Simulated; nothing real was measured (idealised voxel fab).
Process module under the name voxel released beams
Section shown: cut. Width: 220 nm. Cell size: 5 nm, square.
Cross-section format: a grid of square cells, given as bands from top to bottom; each band is one or more rows of cells.
The band entry comprises the height of the band's top followed by the height of its bottom, expressed in nm, and subsequently the band's materials from left to right, each stated together with its width in nm. Where a single material is marked with the word "throughout", that material fills the band from edge to edge. The word "blank" represents empty space.
Note: height 0 marks the level under which the wafer is uniformly one material as received. Lowest band unbounded below, written "z 0 and below".
Note: "30..40" means the width goes from the first number (top row of the band) to the second number (bottom row) in equal steps per row of cells.
Step note "remained unchanged" = no cross-section cell changed.
The label "Enclosed internal voids" introduces a list of the empty spaces, 8 cells or larger, that have no open way up to the top; each entry in it reads width x height at distance, where the distance is taken from the left edge and all three are stated in nm.
On a step's line, text after the settings is the simulator commenting on that step.
Steps that use a mask can have "overlay nm" on their line. It says how far the mask sat to the right of where it was meant to be. Negative means to the left.
The following list gives the planned process steps:
1 RECEIVE | material Si
2 CONFORMAL_DEP | material SiN | thk nm 10
3 DIRECTIONAL_DEP | material SiO2 | thk nm 15
4 MASKED_ETCH | tone open | mask id ANCHOR | width nm 45 | etch materials SiO2 | depth nm 15 | overlay nm 0
5 CONFORMAL_DEP | material TiN | thk nm 15
6 PATTERN | tone cover | mask id BEAM | material resist | width nm 130 | thk nm 20 | overlay nm 0
7 DIRECTIONAL_ETCH | etch materials TiN | depth nm 15
8 STRIP | etch materials resist
9 STRIP | etch materials SiO2
Account of the first of two wafers, which was processed as intended:
Delivered wafer in cross-section: state after step 1:
* z 0 and below = Si throughout
* Enclosed internal voids: none
Presented here is a cross-section of the wafer after step 2 has been performed:
* z 10 to 0 = SiN throughout
* No changes below 0.
Presented here is a cross-section of the wafer after step 3 has been performed:
* z 25 to 10 = SiO2 throughout
* No changes below 10.
Presented here is a cross-section of the wafer after step 4 has been performed:
* z 25 to 10 = SiO2=45, blank=45, SiO2=130
* No changes below 10.
Presented here is a cross-section of the wafer after step 5 has been performed:
* z 40 to 25 = TiN=60, blank=15, TiN=145
* z 25 to 10 = SiO2=45, TiN=45, SiO2=130
* No changes below 10.
Presented here is a cross-section of the wafer after step 6 has been performed:
* z 60 to 40 = blank=40, resist=130, blank=50
* z 40 to 25 = TiN=60, resist=15, TiN=145
* No changes below 25.
Presented here is a cross-section of the wafer after step 7 has been performed:
* z 60 to 40 = blank=40, resist=130, blank=50
* z 40 to 25 = blank=40, TiN=20, resist=15, TiN=95, blank=50
* No changes below 25.
Presented here is a cross-section of the wafer after step 8 has been performed:
* z 40 to 25 = blank=40, TiN=20, blank=15, TiN=95, blank=50
* No changes below 25.
Presented here is a cross-section of the wafer after step 9 has been performed:
* z 40 to 25 = blank=40, TiN=20, blank=15, TiN=95, blank=50
* z 25 to 10 = blank=45, TiN=45, blank=130
* No changes below 10.
Second wafer, same starting state and plan as the first, one mistake in the run, identical through step 4:
When step 5 should have ended:
* z 40 to 25 = SiN=60, blank=15, SiN=145
* z 25 to 10 = SiO2=45, SiN=45, SiO2=130
* No changes below 10.
When step 6 should have ended:
* z 60 to 40 = blank=40, resist=130, blank=50
* z 40 to 25 = SiN=60, resist=15, SiN=145
* No changes below 25.
when step 7 should have ended: remained unchanged
When step 8 should have ended:
* z 40 to 25 = SiN=60, blank=15, SiN=145
* No changes below 25.
when step 9 should have ended: remained unchanged
Against the plan, the run slipped here: heads up, step 5 didn't go per plan, it actually ran as CONFORMAL_DEP | material SiN | thk nm 15
The final cell counts differ between the wafers, with the second having more or fewer of some materials than the first: 150 more of SiN; 105 more of SiO2; 96 fewer of TiN
